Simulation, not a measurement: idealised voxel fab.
process module | voxel transistor to metal
Section cut is 290 nm wide and gridded with 5 nm square cells.
How to read a cross-section here: the picture is a grid of square cells, written as bands going from the top down, and any band can span one or more rows of cells.
First you get the band's top height and its bottom height, in nm, and then the materials it's made of, left to right, with each width in nm. If you see a single material with "all across", that one covers the band edge to edge. "blank" is empty space.
Heights are reckoned from 0. Under this level, the received wafer is all of one material. The bottommost band is open-ended downward, for example "0 down".
Width spec "30->40" -> top row of cells at first value, bottom row at second value, equal per-row change in between.
"same as before" (step): cross-section cells unchanged, all of them.
Any empty space of 8 cells or more lacking an open way to the top shows up in "Enclosed internal voids" as width x height at distance, distance from the left edge, in nm.
Formally, on a step line, whatever follows the settings is a remark that the simulator itself makes on the step.
The line of a step may include "overlay nm". On a step with a mask, this value is how far to the right of its planned place the mask lay. A negative value means the mask lay to the left.
Reading key. Pairs: pre-step and post-step cross-section, one process step apart; post-step view only to lowest changed band. Step between + settings: beneath pair. Runs: pairs may be from different runs of this module, same starting wafer. Continuation from pair above: only where "Pre-processing view" entry says.

## Pre-processing view
> 40 to 30 = SiO2 all across
> 30 to 15 = SiO2: 45, then SiN: 5, then SiCN: 25, then SiN: 5, then SiO2: 105, then SiN: 5, then SiCN: 25, then SiN: 5, then SiO2: 70
> 15 to 10 = SiO2: 45, then SiN: 5, then polySi: 25, then SiN: 5, then SiO2: 105, then SiN: 5, then polySi: 25, then SiN: 5, then SiO2: 70
> 10 to -5 = SiO2: 25, then nSi: 20, then SiN: 5, then polySi: 25, then SiN: 5, then nSi: 20, then SiO2: 65, then nSi: 20, then SiN: 5, then polySi: 25, then SiN: 5, then nSi: 20, then SiO2: 50
> -5 to -10 = SiO2: 10, then nSi: 35, then SiO2: 35, then nSi: 55, then SiO2: 15, then nSi: 35, then SiO2: 35, then nSi: 55, then SiO2: 15
> -10 to -25 = SiO2: 15, then nSi: 30, then Si: 35, then nSi: 50, then SiO2: 25, then nSi: 30, then Si: 35, then nSi: 50, then SiO2: 20
> -25 to -40 = SiO2: 15, then Si: 115, then SiO2: 25, then Si: 115, then SiO2: 20
> -40 down = Si all across
> Enclosed internal voids: none

## Sectional Result
> 15 to 10 = SiO2: 45, then SiN: 5, then polySi: 25, then SiN: 5, then SiO2: 105, then SiN: 5, then polySi: 25, then SiN: 5, then SiO2: 70
> Below a height of 10, the structure has not been altered.
> Enclosed internal voids: none
What was done to get from the before section above to the after section? CMP | height nm 15

Pre-processing view: after-step cross-section of the pair just above applies.

## Sectional Result
> 15 to 10 = SiO2: 45, then SiN: 5, then blank: 25, then SiN: 5, then SiO2: 105, then SiN: 5, then blank: 25, then SiN: 5, then SiO2: 70
> 10 to -5 = SiO2: 25, then nSi: 20, then SiN: 5, then blank: 25, then SiN: 5, then nSi: 20, then SiO2: 65, then nSi: 20, then SiN: 5, then blank: 25, then SiN: 5, then nSi: 20, then SiO2: 50
> Below a height of -5, the structure has not been altered.
> Enclosed internal voids: none
What was done to get from the before section above to the after section? STRIP | etch materials polySi

Pre-processing view: after-step cross-section of the pair just above applies.

## Sectional Result
> 15 to 10 = blank: 45, then SiN: 5, then blank: 25, then SiN: 5, then blank: 105, then SiN: 5, then blank: 25, then SiN: 5, then blank: 70
> 10 to -5 = SiO2: 25, then nSi: 20, then SiN: 5, then blank: 25, then SiN: 5, then nSi: 20, then SiO2: 65, then nSi: 20, then SiN: 5, then blank: 25, then SiN: 5, then nSi: 20, then SiO2: 50
> -5 to -10 = SiO2: 10, then nSi: 35, then blank: 35, then nSi: 55, then SiO2: 15, then nSi: 35, then blank: 35, then nSi: 55, then SiO2: 15
> Below a height of -10, the structure has not been altered.
> Enclosed internal voids: none
What was done to get from the before section above to the after section? SELECTIVE_ETCH | etch materials SiO2 | depth nm 5

Pre-processing view: after-step cross-section of the pair just above applies.

## Sectional Result
> 20 to 15 = blank: 40, then HfO2: 15, then blank: 15, then HfO2: 15, then blank: 95, then HfO2: 15, then blank: 15, then HfO2: 15, then blank: 65
> 15 to 10 = HfO2: 45, then SiN: 5, then HfO2: 5, then blank: 15, then HfO2: 5, then SiN: 5, then HfO2: 105, then SiN: 5, then HfO2: 5, then blank: 15, then HfO2: 5, then SiN: 5, then HfO2: 70
> 10 to -5 = SiO2: 25, then nSi: 20, then SiN: 5, then HfO2: 5, then blank: 15, then HfO2: 5, then SiN: 5, then nSi: 20, then SiO2: 65, then nSi: 20, then SiN: 5, then HfO2: 5, then blank: 15, then HfO2: 5, then SiN: 5, then nSi: 20, then SiO2: 50
> -5 to -10 = SiO2: 10, then nSi: 35, then HfO2: 35, then nSi: 55, then SiO2: 15, then nSi: 35, then HfO2: 35, then nSi: 55, then SiO2: 15
> Below a height of -10, the structure has not been altered.
> Enclosed internal voids: none
What was done to get from the before section above to the after section? CONFORMAL_DEP | material HfO2 | thk nm 5

Pre-processing view: after-step cross-section of the pair just above applies.

## Sectional Result
> 25 to 20 = blank: 35, then TiN: 25, then blank: 5, then TiN: 25, then blank: 85, then TiN: 25, then blank: 5, then TiN: 25, then blank: 60
> 20 to 15 = TiN: 40, then HfO2: 15, then TiN: 5, then blank: 5, then TiN: 5, then HfO2: 15, then TiN: 95, then HfO2: 15, then TiN: 5, then blank: 5, then TiN: 5, then HfO2: 15, then TiN: 65
> 15 to 10 = HfO2: 45, then SiN: 5, then HfO2: 5, then TiN: 5, then blank: 5, then TiN: 5, then HfO2: 5, then SiN: 5, then HfO2: 105, then SiN: 5, then HfO2: 5, then TiN: 5, then blank: 5, then TiN: 5, then HfO2: 5, then SiN: 5, then HfO2: 70
> 10 to 0 = SiO2: 25, then nSi: 20, then SiN: 5, then HfO2: 5, then TiN: 5, then blank: 5, then TiN: 5, then HfO2: 5, then SiN: 5, then nSi: 20, then SiO2: 65, then nSi: 20, then SiN: 5, then HfO2: 5, then TiN: 5, then blank: 5, then TiN: 5, then HfO2: 5, then SiN: 5, then nSi: 20, then SiO2: 50
> 0 to -5 = SiO2: 25, then nSi: 20, then SiN: 5, then HfO2: 5, then TiN: 15, then HfO2: 5, then SiN: 5, then nSi: 20, then SiO2: 65, then nSi: 20, then SiN: 5, then HfO2: 5, then TiN: 15, then HfO2: 5, then SiN: 5, then nSi: 20, then SiO2: 50
> Below a height of -5, the structure has not been altered.
> Enclosed internal voids: none
What was done to get from the before section above to the after section? CONFORMAL_DEP | material TiN | thk nm 5

Pre-processing view: after-step cross-section of the pair just above applies.

## Sectional Result
> 35 to 25 = W all across
> 25 to 20 = W: 35, then TiN: 25, then W: 5, then TiN: 25, then W: 85, then TiN: 25, then W: 5, then TiN: 25, then W: 60
> 20 to 15 = TiN: 40, then HfO2: 15, then TiN: 5, then W: 5, then TiN: 5, then HfO2: 15, then TiN: 95, then HfO2: 15, then TiN: 5, then W: 5, then TiN: 5, then HfO2: 15, then TiN: 65
> 15 to 10 = HfO2: 45, then SiN: 5, then HfO2: 5, then TiN: 5, then W: 5, then TiN: 5, then HfO2: 5, then SiN: 5, then HfO2: 105, then SiN: 5, then HfO2: 5, then TiN: 5, then W: 5, then TiN: 5, then HfO2: 5, then SiN: 5, then HfO2: 70
> 10 to 0 = SiO2: 25, then nSi: 20, then SiN: 5, then HfO2: 5, then TiN: 5, then W: 5, then TiN: 5, then HfO2: 5, then SiN: 5, then nSi: 20, then SiO2: 65, then nSi: 20, then SiN: 5, then HfO2: 5, then TiN: 5, then W: 5, then TiN: 5, then HfO2: 5, then SiN: 5, then nSi: 20, then SiO2: 50
> Below a height of 0, the structure has not been altered.
> Enclosed internal voids: none
What was done to get from the before section above to the after section? FILL_DEP | material W | thk nm 10

Pre-processing view: after-step cross-section of the pair just above applies.

## Sectional Result
> 10 to 0 = SiO2: 25, then nSi: 20, then SiN: 5, then HfO2: 5, then TiN: 5, then W: 5, then TiN: 5, then HfO2: 5, then SiN: 5, then nSi: 20, then SiO2: 65, then nSi: 20, then SiN: 5, then HfO2: 5, then TiN: 5, then W: 5, then TiN: 5, then HfO2: 5, then SiN: 5, then nSi: 20, then SiO2: 50
> Below a height of 0, the structure has not been altered.
> Enclosed internal voids: none
What was done to get from the before section above to the after section? CMP | height nm 10

Pre-processing view: after-step cross-section of the pair just above applies.

## Sectional Result
> 25 to 10 = SiO2 all across
> Below a height of 10, the structure has not been altered.
> Enclosed internal voids: none
What was done to get from the before section above to the after section? DIRECTIONAL_DEP | material SiO2 | thk nm 15

Pre-processing view: after-step cross-section of the pair just above applies.

## Sectional Result
> 25 to 10 = SiO2: 25, then blank: 15, then SiO2: 65, then blank: 15, then SiO2: 45, then blank: 15, then SiO2: 65, then blank: 15, then SiO2: 30
> 10 to 0 = SiO2: 25, then nSi: 20, then SiN: 5, then HfO2: 5, then TiN: 5, then W: 5, then TiN: 5, then HfO2: 5, then SiN: 5, then nSi: 20, then SiO2: 5, then blank: 15, then SiO2: 45, then nSi: 20, then SiN: 5, then HfO2: 5, then TiN: 5, then W: 5, then TiN: 5, then HfO2: 5, then SiN: 5, then nSi: 20, then SiO2: 5, then blank: 15, then SiO2: 30
> 0 to -5 = SiO2: 25, then nSi: 20, then SiN: 5, then HfO2: 5, then TiN: 15, then HfO2: 5, then SiN: 5, then nSi: 20, then SiO2: 5, then blank: 15, then SiO2: 45, then nSi: 20, then SiN: 5, then HfO2: 5, then TiN: 15, then HfO2: 5, then SiN: 5, then nSi: 20, then SiO2: 5, then blank: 15, then SiO2: 30
> Below a height of -5, the structure has not been altered.
> Enclosed internal voids: none
What was done to get from the before section above to the after section? MASKED_ETCH | tone open | mask id CONTACT | width nm 15 | etch materials SiO2 | depth nm 30 | overlay nm 0

Pre-processing view: after-step cross-section of the pair just above applies.

## Sectional Result
> 30 to 25 = TiN: 30, then blank: 5, then TiN: 75, then blank: 5, then TiN: 55, then blank: 5, then TiN: 75, then blank: 5, then TiN: 35
> 25 to 15 = SiO2: 25, then TiN: 5, then blank: 5, then TiN: 5, then SiO2: 65, then TiN: 5, then blank: 5, then TiN: 5, then SiO2: 45, then TiN: 5, then blank: 5, then TiN: 5, then SiO2: 65, then TiN: 5, then blank: 5, then TiN: 5, then SiO2: 30
> 15 to 10 = SiO2: 25, then TiN: 15, then SiO2: 65, then TiN: 5, then blank: 5, then TiN: 5, then SiO2: 45, then TiN: 15, then SiO2: 65, then TiN: 5, then blank: 5, then TiN: 5, then SiO2: 30
> 10 to 0 = SiO2: 25, then nSi: 20, then SiN: 5, then HfO2: 5, then TiN: 5, then W: 5, then TiN: 5, then HfO2: 5, then SiN: 5, then nSi: 20, then SiO2: 5, then TiN: 5, then blank: 5, then TiN: 5, then SiO2: 45, then nSi: 20, then SiN: 5, then HfO2: 5, then TiN: 5, then W: 5, then TiN: 5, then HfO2: 5, then SiN: 5, then nSi: 20, then SiO2: 5, then TiN: 5, then blank: 5, then TiN: 5, then SiO2: 30
> 0 to -5 = SiO2: 25, then nSi: 20, then SiN: 5, then HfO2: 5, then TiN: 15, then HfO2: 5, then SiN: 5, then nSi: 20, then SiO2: 5, then TiN: 15, then SiO2: 45, then nSi: 20, then SiN: 5, then HfO2: 5, then TiN: 15, then HfO2: 5, then SiN: 5, then nSi: 20, then SiO2: 5, then TiN: 15, then SiO2: 30
> Below a height of -5, the structure has not been altered.
> Enclosed internal voids: none
What was done to get from the before section above to the after section? CONFORMAL_DEP | material TiN | thk nm 5

Pre-processing view: after-step cross-section of the pair just above applies.

## Sectional Result
> 35 to 30 = Ru all across
> 30 to 25 = TiN: 30, then Ru: 5, then TiN: 75, then Ru: 5, then TiN: 55, then Ru: 5, then TiN: 75, then Ru: 5, then TiN: 35
> 25 to 15 = SiO2: 25, then TiN: 5, then Ru: 5, then TiN: 5, then SiO2: 65, then TiN: 5, then Ru: 5, then TiN: 5, then SiO2: 45, then TiN: 5, then Ru: 5, then TiN: 5, then SiO2: 65, then TiN: 5, then Ru: 5, then TiN: 5, then SiO2: 30
> 15 to 10 = SiO2: 25, then TiN: 15, then SiO2: 65, then TiN: 5, then Ru: 5, then TiN: 5, then SiO2: 45, then TiN: 15, then SiO2: 65, then TiN: 5, then Ru: 5, then TiN: 5, then SiO2: 30
> 10 to 0 = SiO2: 25, then nSi: 20, then SiN: 5, then HfO2: 5, then TiN: 5, then W: 5, then TiN: 5, then HfO2: 5, then SiN: 5, then nSi: 20, then SiO2: 5, then TiN: 5, then Ru: 5, then TiN: 5, then SiO2: 45, then nSi: 20, then SiN: 5, then HfO2: 5, then TiN: 5, then W: 5, then TiN: 5, then HfO2: 5, then SiN: 5, then nSi: 20, then SiO2: 5, then TiN: 5, then Ru: 5, then TiN: 5, then SiO2: 30
> Below a height of 0, the structure has not been altered.
> Enclosed internal voids: none
What was done to get from the before section above to the after section? FILL_DEP | material Ru | thk nm 5

Pre-processing view: after-step cross-section of the pair just above applies.

## Sectional Result
> 25 to 15 = SiO2: 25, then TiN: 5, then Ru: 5, then TiN: 5, then SiO2: 65, then TiN: 5, then Ru: 5, then TiN: 5, then SiO2: 45, then TiN: 5, then Ru: 5, then TiN: 5, then SiO2: 65, then TiN: 5, then Ru: 5, then TiN: 5, then SiO2: 30
> Below a height of 15, the structure has not been altered.
> Enclosed internal voids: none
What was done to get from the before section above to the after section? CMP | height nm 25

Pre-processing view: after-step cross-section of the pair just above applies.

## Sectional Result
> 30 to 25 = SiN all across
> Below a height of 25, the structure has not been altered.
> Enclosed internal voids: none
What was done to get from the before section above to the after section? CONFORMAL_DEP | material SiN | thk nm 5

Pre-processing view: after-step cross-section of the pair just above applies.

## Sectional Result
> 50 to 30 = SiO2 all across
> Below a height of 30, the structure has not been altered.
> Enclosed internal voids: none
What was done to get from the before section above to the after section? DIRECTIONAL_DEP | material SiO2 | thk nm 20

Pre-processing view: after-step cross-section of the pair just above applies.

## Sectional Result
> 60 to 50 = aC all across
> Below a height of 50, the structure has not been altered.
> Enclosed internal voids: none
What was done to get from the before section above to the after section? DIRECTIONAL_DEP | material aC | thk nm 10

Pre-processing view: after-step cross-section of the pair just above applies.

## Sectional Result
> 90 to 60 = resist: 25, then blank: 15, then resist: 65, then blank: 15, then resist: 45, then blank: 15, then resist: 65, then blank: 15, then resist: 30
> Below a height of 60, the structure has not been altered.
> Enclosed internal voids: none
What was done to get from the before section above to the after section? PATTERN | tone open | mask id METAL_1 | material resist | width nm 15 | thk nm 30 | overlay nm 0

Pre-processing view: after-step cross-section of the pair just above applies.

## Sectional Result
> 80 to 60 = resist: 25, then blank: 15, then resist: 65, then blank: 15, then resist: 45, then blank: 15, then resist: 65, then blank: 15, then resist: 30
> 60 to 50 = aC: 25, then blank: 15, then aC: 65, then blank: 15, then aC: 45, then blank: 15, then aC: 65, then blank: 15, then aC: 30
> Below a height of 50, the structure has not been altered.
> Enclosed internal voids: none
What was done to get from the before section above to the after section? DIRECTIONAL_ETCH | etch materials aC | depth nm 10

Pre-processing view: after-step cross-section of the pair just above applies.

## Sectional Result
> 60 to 50 = aC: 25, then blank: 15, then aC: 65, then blank: 15, then aC: 45, then blank: 15, then aC: 65, then blank: 15, then aC: 30
> Below a height of 50, the structure has not been altered.
> Enclosed internal voids: none
What was done to get from the before section above to the after section? STRIP | etch materials resist

Pre-processing view: after-step cross-section of the pair just above applies.

## Sectional Result
> 60 to 50 = aC: 25, then blank: 15, then aC: 65, then blank: 15, then aC: 45, then blank: 15, then aC: 65, then blank: 15, then aC: 30
> 50 to 30 = SiO2: 25, then blank: 15, then SiO2: 65, then blank: 15, then SiO2: 45, then blank: 15, then SiO2: 65, then blank: 15, then SiO2: 30
> Below a height of 30, the structure has not been altered.
> Enclosed internal voids: none
What was done to get from the before section above to the after section? DIRECTIONAL_ETCH | etch materials SiO2 | depth nm 20

Pre-processing view: after-step cross-section of the pair just above applies.

## Sectional Result
> 60 to 50 = aC: 25, then blank: 15, then aC: 65, then blank: 15, then aC: 45, then blank: 15, then aC: 65, then blank: 15, then aC: 30
> 50 to 30 = SiO2: 25, then blank: 15, then SiO2: 65, then blank: 15, then SiO2: 45, then blank: 15, then SiO2: 65, then blank: 15, then SiO2: 30
> 30 to 25 = SiN: 25, then blank: 15, then SiN: 65, then blank: 15, then SiN: 45, then blank: 15, then SiN: 65, then blank: 15, then SiN: 30
> Below a height of 25, the structure has not been altered.
> Enclosed internal voids: none
What was done to get from the before section above to the after section? DIRECTIONAL_ETCH | etch materials SiN | depth nm 5

Pre-processing view: after-step cross-section of the pair just above applies.

## Sectional Result
> 50 to 30 = SiO2: 25, then blank: 15, then SiO2: 65, then blank: 15, then SiO2: 45, then blank: 15, then SiO2: 65, then blank: 15, then SiO2: 30
> Below a height of 30, the structure has not been altered.
> Enclosed internal voids: none
What was done to get from the before section above to the after section? STRIP | etch materials aC

Pre-processing view: after-step cross-section of the pair just above applies.

## Sectional Result
> 55 to 50 = TiN: 30, then blank: 5, then TiN: 75, then blank: 5, then TiN: 55, then blank: 5, then TiN: 75, then blank: 5, then TiN: 35
> 50 to 30 = SiO2: 25, then TiN: 5, then blank: 5, then TiN: 5, then SiO2: 65, then TiN: 5, then blank: 5, then TiN: 5, then SiO2: 45, then TiN: 5, then blank: 5, then TiN: 5, then SiO2: 65, then TiN: 5, then blank: 5, then TiN: 5, then SiO2: 30
> 30 to 25 = SiN: 25, then TiN: 15, then SiN: 65, then TiN: 15, then SiN: 45, then TiN: 15, then SiN: 65, then TiN: 15, then SiN: 30
> Below a height of 25, the structure has not been altered.
> Enclosed internal voids: none
What was done to get from the before section above to the after section? CONFORMAL_DEP | material TiN | thk nm 5

Pre-processing view: after-step cross-section of the pair just above applies.

## Sectional Result
> 60 to 55 = Cu all across
> 55 to 50 = TiN: 30, then Cu: 5, then TiN: 75, then Cu: 5, then TiN: 55, then Cu: 5, then TiN: 75, then Cu: 5, then TiN: 35
> 50 to 30 = SiO2: 25, then TiN: 5, then Cu: 5, then TiN: 5, then SiO2: 65, then TiN: 5, then Cu: 5, then TiN: 5, then SiO2: 45, then TiN: 5, then Cu: 5, then TiN: 5, then SiO2: 65, then TiN: 5, then Cu: 5, then TiN: 5, then SiO2: 30
> Below a height of 30, the structure has not been altered.
> Enclosed internal voids: none
What was done to get from the before section above to the after section? FILL_DEP | material Cu | thk nm 5

Pre-processing view: after-step cross-section of the pair just above applies.

## Sectional Result
> 50 to 30 = SiO2: 25, then TiN: 5, then Cu: 5, then TiN: 5, then SiO2: 65, then TiN: 5, then Cu: 5, then TiN: 5, then SiO2: 45, then TiN: 5, then Cu: 5, then TiN: 5, then SiO2: 65, then TiN: 5, then Cu: 5, then TiN: 5, then SiO2: 30
> Below a height of 30, the structure has not been altered.
> Enclosed internal voids: none
What was done to get from the before section above to the after section? CMP | height nm 50

Pre-processing view: after-step cross-section of the pair just above applies.

## Sectional Result
> 55 to 50 = blank: 20, then Ru: 25, then blank: 55, then Ru: 25, then blank: 35, then Ru: 25, then blank: 55, then Ru: 25, then blank: 25
> Below a height of 50, the structure has not been altered.
> Enclosed internal voids: none
What was done to get from the before section above to the after section? EPI | material Ru | thk nm 5

Pre-processing view: after-step cross-section of the pair just above applies.

## Sectional Result
> 60 to 55 = SiCN all across
> 55 to 50 = SiCN: 20, then Ru: 25, then SiCN: 55, then Ru: 25, then SiCN: 35, then Ru: 25, then SiCN: 55, then Ru: 25, then SiCN: 25
> Below a height of 50, the structure has not been altered.
> Enclosed internal voids: none
What was done to get from the before section above to the after section? FILL_DEP | material SiCN | thk nm 5

## Pre-processing view
> 25 to 20 = blank: 45, then TiN: 25, then blank: 5, then TiN: 25, then blank: 85, then TiN: 25, then blank: 5, then TiN: 25, then blank: 50
> 20 to 15 = TiN: 50, then HfO2: 15, then TiN: 5, then blank: 5, then TiN: 5, then HfO2: 15, then TiN: 95, then HfO2: 15, then TiN: 5, then blank: 5, then TiN: 5, then HfO2: 15, then TiN: 55
> 15 to 10 = HfO2: 55, then SiN: 5, then HfO2: 5, then TiN: 5, then blank: 5, then TiN: 5, then HfO2: 5, then SiN: 5, then HfO2: 105, then SiN: 5, then HfO2: 5, then TiN: 5, then blank: 5, then TiN: 5, then HfO2: 5, then SiN: 5, then HfO2: 60
> 10 to 0 = SiO2: 35, then nSi: 20, then SiN: 5, then HfO2: 5, then TiN: 5, then blank: 5, then TiN: 5, then HfO2: 5, then SiN: 5, then nSi: 20, then SiO2: 65, then nSi: 20, then SiN: 5, then HfO2: 5, then TiN: 5, then blank: 5, then TiN: 5, then HfO2: 5, then SiN: 5, then nSi: 20, then SiO2: 40
> 0 to -5 = SiO2: 35, then nSi: 20, then SiN: 5, then HfO2: 5, then TiN: 15, then HfO2: 5, then SiN: 5, then nSi: 20, then SiO2: 65, then nSi: 20, then SiN: 5, then HfO2: 5, then TiN: 15, then HfO2: 5, then SiN: 5, then nSi: 20, then SiO2: 40
> -5 to -10 = SiO2: 10, then nSi: 45, then HfO2: 35, then nSi: 45, then SiO2: 15, then nSi: 45, then HfO2: 35, then nSi: 45, then SiO2: 15
> -10 to -25 = SiO2: 15, then nSi: 40, then Si: 35, then nSi: 40, then SiO2: 25, then nSi: 40, then Si: 35, then nSi: 40, then SiO2: 20
> -25 to -40 = SiO2: 15, then Si: 115, then SiO2: 25, then Si: 115, then SiO2: 20
> -40 down = Si all across
> Enclosed internal voids: none

## Sectional Result
> 35 to 25 = SiO2 all across
> 25 to 20 = SiO2: 45, then TiN: 25, then SiO2: 5, then TiN: 25, then SiO2: 85, then TiN: 25, then SiO2: 5, then TiN: 25, then SiO2: 50
> 20 to 15 = TiN: 50, then HfO2: 15, then TiN: 5, then SiO2: 5, then TiN: 5, then HfO2: 15, then TiN: 95, then HfO2: 15, then TiN: 5, then SiO2: 5, then TiN: 5, then HfO2: 15, then TiN: 55
> 15 to 10 = HfO2: 55, then SiN: 5, then HfO2: 5, then TiN: 5, then SiO2: 5, then TiN: 5, then HfO2: 5, then SiN: 5, then HfO2: 105, then SiN: 5, then HfO2: 5, then TiN: 5, then SiO2: 5, then TiN: 5, then HfO2: 5, then SiN: 5, then HfO2: 60
> 10 to 0 = SiO2: 35, then nSi: 20, then SiN: 5, then HfO2: 5, then TiN: 5, then SiO2: 5, then TiN: 5, then HfO2: 5, then SiN: 5, then nSi: 20, then SiO2: 65, then nSi: 20, then SiN: 5, then HfO2: 5, then TiN: 5, then SiO2: 5, then TiN: 5, then HfO2: 5, then SiN: 5, then nSi: 20, then SiO2: 40
> Below a height of 0, the structure has not been altered.
> Enclosed internal voids: none
What was done to get from the before section above to the after section? FILL_DEP | material SiO2 | thk nm 10

Pre-processing view: after-step cross-section of the pair just above applies.

## Sectional Result
> 10 to 0 = SiO2: 35, then nSi: 20, then SiN: 5, then HfO2: 5, then TiN: 5, then SiO2: 5, then TiN: 5, then HfO2: 5, then SiN: 5, then nSi: 20, then SiO2: 65, then nSi: 20, then SiN: 5, then HfO2: 5, then TiN: 5, then SiO2: 5, then TiN: 5, then HfO2: 5, then SiN: 5, then nSi: 20, then SiO2: 40
> Below a height of 0, the structure has not been altered.
> Enclosed internal voids: none
What was done to get from the before section above to the after section? CMP | height nm 10

Pre-processing view: after-step cross-section of the pair just above applies.

## Sectional Result
> 25 to 10 = SiO2 all across
> Below a height of 10, the structure has not been altered.
> Enclosed internal voids: none
What was done to get from the before section above to the after section? DIRECTIONAL_DEP | material SiO2 | thk nm 15

Pre-processing view: after-step cross-section of the pair just above applies.

## Sectional Result
> 25 to 10 = SiO2: 25, then blank: 15, then SiO2: 65, then blank: 15, then SiO2: 45, then blank: 15, then SiO2: 65, then blank: 15, then SiO2: 30
> 10 to 0 = SiO2: 25, then blank: 10, then nSi: 20, then SiN: 5, then HfO2: 5, then TiN: 5, then SiO2: 5, then TiN: 5, then HfO2: 5, then SiN: 5, then nSi: 20, then blank: 10, then SiO2: 45, then blank: 10, then nSi: 20, then SiN: 5, then HfO2: 5, then TiN: 5, then SiO2: 5, then TiN: 5, then HfO2: 5, then SiN: 5, then nSi: 20, then blank: 10, then SiO2: 30
> 0 to -5 = SiO2: 25, then blank: 10, then nSi: 20, then SiN: 5, then HfO2: 5, then TiN: 15, then HfO2: 5, then SiN: 5, then nSi: 20, then blank: 10, then SiO2: 45, then blank: 10, then nSi: 20, then SiN: 5, then HfO2: 5, then TiN: 15, then HfO2: 5, then SiN: 5, then nSi: 20, then blank: 10, then SiO2: 30
> Below a height of -5, the structure has not been altered.
> Enclosed internal voids: none
What was done to get from the before section above to the after section? MASKED_ETCH | tone open | mask id CONTACT | width nm 15 | etch materials SiO2 | depth nm 30 | overlay nm 0

Pre-processing view: after-step cross-section of the pair just above applies.

## Sectional Result
> 30 to 25 = TiN: 30, then blank: 5, then TiN: 75, then blank: 5, then TiN: 55, then blank: 5, then TiN: 75, then blank: 5, then TiN: 35
> 25 to 15 = SiO2: 25, then TiN: 5, then blank: 5, then TiN: 5, then SiO2: 65, then TiN: 5, then blank: 5, then TiN: 5, then SiO2: 45, then TiN: 5, then blank: 5, then TiN: 5, then SiO2: 65, then TiN: 5, then blank: 5, then TiN: 5, then SiO2: 30
> 15 to 10 = SiO2: 25, then TiN: 15, then SiO2: 65, then TiN: 15, then SiO2: 45, then TiN: 15, then SiO2: 65, then TiN: 15, then SiO2: 30
> 10 to 0 = SiO2: 25, then TiN: 10, then nSi: 20, then SiN: 5, then HfO2: 5, then TiN: 5, then SiO2: 5, then TiN: 5, then HfO2: 5, then SiN: 5, then nSi: 20, then TiN: 10, then SiO2: 45, then TiN: 10, then nSi: 20, then SiN: 5, then HfO2: 5, then TiN: 5, then SiO2: 5, then TiN: 5, then HfO2: 5, then SiN: 5, then nSi: 20, then TiN: 10, then SiO2: 30
> 0 to -5 = SiO2: 25, then TiN: 10, then nSi: 20, then SiN: 5, then HfO2: 5, then TiN: 15, then HfO2: 5, then SiN: 5, then nSi: 20, then TiN: 10, then SiO2: 45, then TiN: 10, then nSi: 20, then SiN: 5, then HfO2: 5, then TiN: 15, then HfO2: 5, then SiN: 5, then nSi: 20, then TiN: 10, then SiO2: 30
> Below a height of -5, the structure has not been altered.
> Enclosed internal voids: none
What was done to get from the before section above to the after section? CONFORMAL_DEP | material TiN | thk nm 5

Pre-processing view: after-step cross-section of the pair just above applies.

## Sectional Result
> 35 to 30 = Ru all across
> 30 to 25 = TiN: 30, then Ru: 5, then TiN: 75, then Ru: 5, then TiN: 55, then Ru: 5, then TiN: 75, then Ru: 5, then TiN: 35
> 25 to 15 = SiO2: 25, then TiN: 5, then Ru: 5, then TiN: 5, then SiO2: 65, then TiN: 5, then Ru: 5, then TiN: 5, then SiO2: 45, then TiN: 5, then Ru: 5, then TiN: 5, then SiO2: 65, then TiN: 5, then Ru: 5, then TiN: 5, then SiO2: 30
> Below a height of 15, the structure has not been altered.
> Enclosed internal voids: none
What was done to get from the before section above to the after section? FILL_DEP | material Ru | thk nm 5

Pre-processing view: after-step cross-section of the pair just above applies.

## Sectional Result
> 25 to 15 = SiO2: 25, then TiN: 5, then Ru: 5, then TiN: 5, then SiO2: 65, then TiN: 5, then Ru: 5, then TiN: 5, then SiO2: 45, then TiN: 5, then Ru: 5, then TiN: 5, then SiO2: 65, then TiN: 5, then Ru: 5, then TiN: 5, then SiO2: 30
> Below a height of 15, the structure has not been altered.
> Enclosed internal voids: none
What was done to get from the before section above to the after section? CMP | height nm 25

Pre-processing view: after-step cross-section of the pair just above applies.

## Sectional Result
> 30 to 25 = SiN all across
> Below a height of 25, the structure has not been altered.
> Enclosed internal voids: none
What was done to get from the before section above to the after section? CONFORMAL_DEP | material SiN | thk nm 5

Pre-processing view: after-step cross-section of the pair just above applies.

## Sectional Result
> 50 to 30 = SiO2 all across
> Below a height of 30, the structure has not been altered.
> Enclosed internal voids: none
What was done to get from the before section above to the after section? DIRECTIONAL_DEP | material SiO2 | thk nm 20

Pre-processing view: after-step cross-section of the pair just above applies.

## Sectional Result
> 60 to 50 = aC all across
> Below a height of 50, the structure has not been altered.
> Enclosed internal voids: none
What was done to get from the before section above to the after section? DIRECTIONAL_DEP | material aC | thk nm 10

Pre-processing view: after-step cross-section of the pair just above applies.

## Sectional Result
> 90 to 60 = resist: 25, then blank: 15, then resist: 65, then blank: 15, then resist: 45, then blank: 15, then resist: 65, then blank: 15, then resist: 30
> Below a height of 60, the structure has not been altered.
> Enclosed internal voids: none
What was done to get from the before section above to the after section? PATTERN | tone open | mask id METAL_1 | material resist | width nm 15 | thk nm 30 | overlay nm 0

Pre-processing view: after-step cross-section of the pair just above applies.

## Sectional Result
> 80 to 60 = resist: 25, then blank: 15, then resist: 65, then blank: 15, then resist: 45, then blank: 15, then resist: 65, then blank: 15, then resist: 30
> 60 to 50 = aC: 25, then blank: 15, then aC: 65, then blank: 15, then aC: 45, then blank: 15, then aC: 65, then blank: 15, then aC: 30
> Below a height of 50, the structure has not been altered.
> Enclosed internal voids: none
What was done to get from the before section above to the after section? DIRECTIONAL_ETCH | etch materials aC | depth nm 10

Pre-processing view: after-step cross-section of the pair just above applies.

## Sectional Result
> 60 to 50 = aC: 25, then blank: 15, then aC: 65, then blank: 15, then aC: 45, then blank: 15, then aC: 65, then blank: 15, then aC: 30
> Below a height of 50, the structure has not been altered.
> Enclosed internal voids: none
What was done to get from the before section above to the after section? STRIP | etch materials resist

Pre-processing view: after-step cross-section of the pair just above applies.

## Sectional Result
> 60 to 50 = aC: 25, then blank: 15, then aC: 65, then blank: 15, then aC: 45, then blank: 15, then aC: 65, then blank: 15, then aC: 30
> 50 to 30 = SiO2: 25, then blank: 15, then SiO2: 65, then blank: 15, then SiO2: 45, then blank: 15, then SiO2: 65, then blank: 15, then SiO2: 30
> Below a height of 30, the structure has not been altered.
> Enclosed internal voids: none
What was done to get from the before section above to the after section? DIRECTIONAL_ETCH | etch materials SiO2 | depth nm 20
